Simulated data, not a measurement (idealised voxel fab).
Module name: voxel air gaps (process module)
Shown is cross-section cut, with a width of 225 nm and square cells of size 5 nm.
Reading order for cross-sections: top band down to bottom band. Underlying form: a grid of square cells. Band size: one or more rows of cells. What a band's entry tells you: where the top is and where the bottom is, as heights in nm, and after that what lies inside, material by material from left to right, each with its width in nm. Empty space is written as the word "blank", and a single material marked with the word "everywhere" occupies the band from edge to edge. Heads up on the height convention: 0 is the point under which the incoming wafer is all one material, and the lowest band has no bottom, it just keeps going down, like "0 and below". It should be noted that a width expressed as "30->40" varies in equal increments from row to row of cells within the band, taking the value of the first number at the top row and that of the second number at the bottom row. Given "left unchanged" for a step, no cell of the cross-section differs between before and after that step. The label "Cavities, closed" introduces a list of the empty spaces, 8 cells or larger, that have no open way up to the top; each entry in it reads width x height at distance, where the distance is taken from the left edge and all three are stated in nm. Read whatever lies past the settings on a step's line as the simulator's own remark about the step. "overlay nm", when on a step's line for a step with a mask, measures how far to the right of its planned place the mask lay; a negative measure means to the left.

-- Listed below are the process steps as planned
- 1: RECEIVE: material Si
- 2: CONFORMAL_DEP: material SiO2, thk nm 10
- 3: CONFORMAL_DEP: material SiCN, thk nm 5
- 4: DIRECTIONAL_DEP: material SiO2, thk nm 40
- 5: PATTERN: tone open, mask id LINES, material resist, width nm 20, pitch nm 45, thk nm 15, overlay nm -15
- 6: DIRECTIONAL_ETCH: etch materials SiO2, depth nm 40
- 7: STRIP: etch materials resist
- 8: CONFORMAL_DEP: material TiN, thk nm 5
- 9: FILL_DEP: material W, thk nm 10
- 10: CMP: height nm 55
- 11: EPI: material Ru, thk nm 10
- 12: SELECTIVE_ETCH: etch materials SiO2, depth nm 50
- 13: CONFORMAL_DEP: material SiCN, thk nm 5
Across this set of wafers, the varied parameter is the overlay nm of step 5. Starting conditions are identical for every wafer, and the plan reports the value assigned to the first wafer.

-- As-received state after step 1, first of several wafers, cross-section
0 and below | Si everywhere
Cavities, closed: none

-- The table below has one row for each wafer; a row shows, as of the end of the module, how many cells of each material the wafer has gained, marked (+), or lost, marked (-), since it was received, and then the wafer's closed voids
overlay nm -15, +48 Ru, +166 SiCN, +90 SiO2, +54 TiN, +42 W, Cavities, closed: 15 x 30 at 65; 15 x 30 at 110
overlay nm -10, +48 Ru, +166 SiCN, +90 SiO2, +54 TiN, +42 W, Cavities, closed: 15 x 30 at 70; 15 x 30 at 115
overlay nm -5, +48 Ru, +166 SiCN, +90 SiO2, +54 TiN, +42 W, Cavities, closed: 15 x 30 at 75; 15 x 30 at 120
overlay nm 0, +48 Ru, +166 SiCN, +90 SiO2, +54 TiN, +42 W, Cavities, closed: 15 x 30 at 80; 15 x 30 at 125
overlay nm 5, +48 Ru, +166 SiCN, +90 SiO2, +54 TiN, +42 W, Cavities, closed: 15 x 30 at 85; 15 x 30 at 130
overlay nm 10, +48 Ru, +166 SiCN, +90 SiO2, +54 TiN, +42 W, Cavities, closed: 15 x 30 at 90; 15 x 30 at 135
overlay nm 15, +48 Ru, +166 SiCN, +90 SiO2, +54 TiN, +42 W, Cavities, closed: 15 x 30 at 95; 15 x 30 at 140
